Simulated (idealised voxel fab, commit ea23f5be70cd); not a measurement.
process module | voxel capacitor over wiring
cross-section cut | 165 nm wide | cells 5 nm
A cross-section is a grid of square cells, given in bands from the top down. A band is one or more rows of cells.
Each band's line starts with the height of the band's top and of its bottom, in nm. Then come its materials from left to right, each with its width in nm. One material with "throughout" fills the band from edge to edge. "air" is empty space.
Height 0 is the level under which the wafer as received is all one material. The lowest band goes on downwards, as in "0 down".
A width such as "30 to 40" changes by the same amount from each row of cells to the next, from the band's top row to its bottom row.
"no change" after a step means that no cell of the cross-section changed.
closed voids: empty space of 8 cells or more with no open way to the top, each as width x height at its distance from the left edge, in nm
after a step's settings: what the simulator itself notes on the step
overlay nm, on a step with a mask: how far to the right of its planned place the mask lay; to the left if negative
plan
1 op RECEIVE | material Si
2 op CONFORMAL_DEP | material SiO2 | thk nm 10
3 op CONFORMAL_DEP | material SiN | thk nm 5
4 op DIRECTIONAL_DEP | material lowk | thk nm 20
5 op DIRECTIONAL_DEP | material aC | thk nm 15
6 op PATTERN | tone open | mask id METAL_1 | material resist | width nm 20 | pitch nm 90 | thk nm 35 | overlay nm 0
7 op DIRECTIONAL_ETCH | etch materials aC | depth nm 15
8 op STRIP | etch materials resist
9 op DIRECTIONAL_ETCH | etch materials lowk | depth nm 20
10 op DIRECTIONAL_ETCH | etch materials SiN | depth nm 5
11 op STRIP | etch materials aC
12 op CONFORMAL_DEP | material TiN | thk nm 5
13 op FILL_DEP | material Cu | thk nm 5
14 op CMP | height nm 35
15 op CONFORMAL_DEP | material SiCN | thk nm 5
16 op DIRECTIONAL_DEP | material lowk | thk nm 20
17 op PATTERN | tone open | mask id PLUG_1 | material resist | width nm 15 | thk nm 15 | overlay nm 0
18 op DIRECTIONAL_ETCH | etch materials lowk | depth nm 20
19 op DIRECTIONAL_ETCH | etch materials SiCN | depth nm 5
20 op STRIP | etch materials resist
21 op EPI | material Ru | thk nm 10
22 op EPI | material Ru | thk nm 10
23 op EPI | material Ru | thk nm 5
24 op DIRECTIONAL_DEP | material TiN | thk nm 5
25 op DIRECTIONAL_DEP | material HfO2 | thk nm 5
26 op DIRECTIONAL_DEP | material TiN | thk nm 5
27 op MASKED_ETCH | tone cover | mask id UPPER_PLATE | width nm 75 | etch materials TiN | depth nm 5 | overlay nm -15
28 op MASKED_ETCH | tone cover | mask id UPPER_PLATE | width nm 75 | etch materials HfO2 | depth nm 5 | overlay nm 0
29 op PATTERN | tone cover | mask id LOWER_PLATE | material resist | width nm 85 | thk nm 20 | overlay nm 0
30 op DIRECTIONAL_ETCH | etch materials TiN | depth nm 5
31 op STRIP | etch materials resist
32 op FILL_DEP | material SiO2 | thk nm 15
33 op CMP | height nm 85
34 op DIRECTIONAL_DEP | material aC | thk nm 10
35 op PATTERN | tone open | mask id PLUG_2 | material resist | width nm 15 | thk nm 30 | overlay nm 0
36 op DIRECTIONAL_ETCH | etch materials aC | depth nm 10
37 op STRIP | etch materials resist
38 op DIRECTIONAL_ETCH | etch materials SiO2 | depth nm 10
39 op STRIP | etch materials aC
40 op CONFORMAL_DEP | material TiN | thk nm 5
41 op FILL_DEP | material Cu | thk nm 10
42 op CMP | height nm 85
43 op CONFORMAL_DEP | material SiCN | thk nm 5
varied across the wafers: overlay nm of step 27. The plan shows the first wafer's value. All wafers start alike
first wafer as received, after step 1
  0 down: Si throughout
  closed voids: none
each wafer at the end: cells of each material gained (+) or lost (-) since it was received, then its closed voids
overlay nm -15 | +17 Cu | +18 HfO2 | +15 Ru | +63 SiCN | +25 SiN | +175 SiO2 | +61 TiN | +220 lowk | closed voids: none
overlay nm -10 | +17 Cu | +17 HfO2 | +15 Ru | +63 SiCN | +25 SiN | +176 SiO2 | +61 TiN | +220 lowk | closed voids: none
overlay nm -5 | +17 Cu | +16 HfO2 | +15 Ru | +63 SiCN | +25 SiN | +177 SiO2 | +61 TiN | +220 lowk | closed voids: none
overlay nm 0 | +17 Cu | +15 HfO2 | +15 Ru | +63 SiCN | +25 SiN | +178 SiO2 | +61 TiN | +220 lowk | closed voids: none
overlay nm 5 | +17 Cu | +16 HfO2 | +15 Ru | +63 SiCN | +25 SiN | +177 SiO2 | +61 TiN | +220 lowk | closed voids: none
overlay nm 10 | +17 Cu | +17 HfO2 | +15 Ru | +63 SiCN | +25 SiN | +176 SiO2 | +61 TiN | +220 lowk | closed voids: none
overlay nm 15 | +17 Cu | +18 HfO2 | +15 Ru | +63 SiCN | +25 SiN | +175 SiO2 | +61 TiN | +220 lowk | closed voids: none
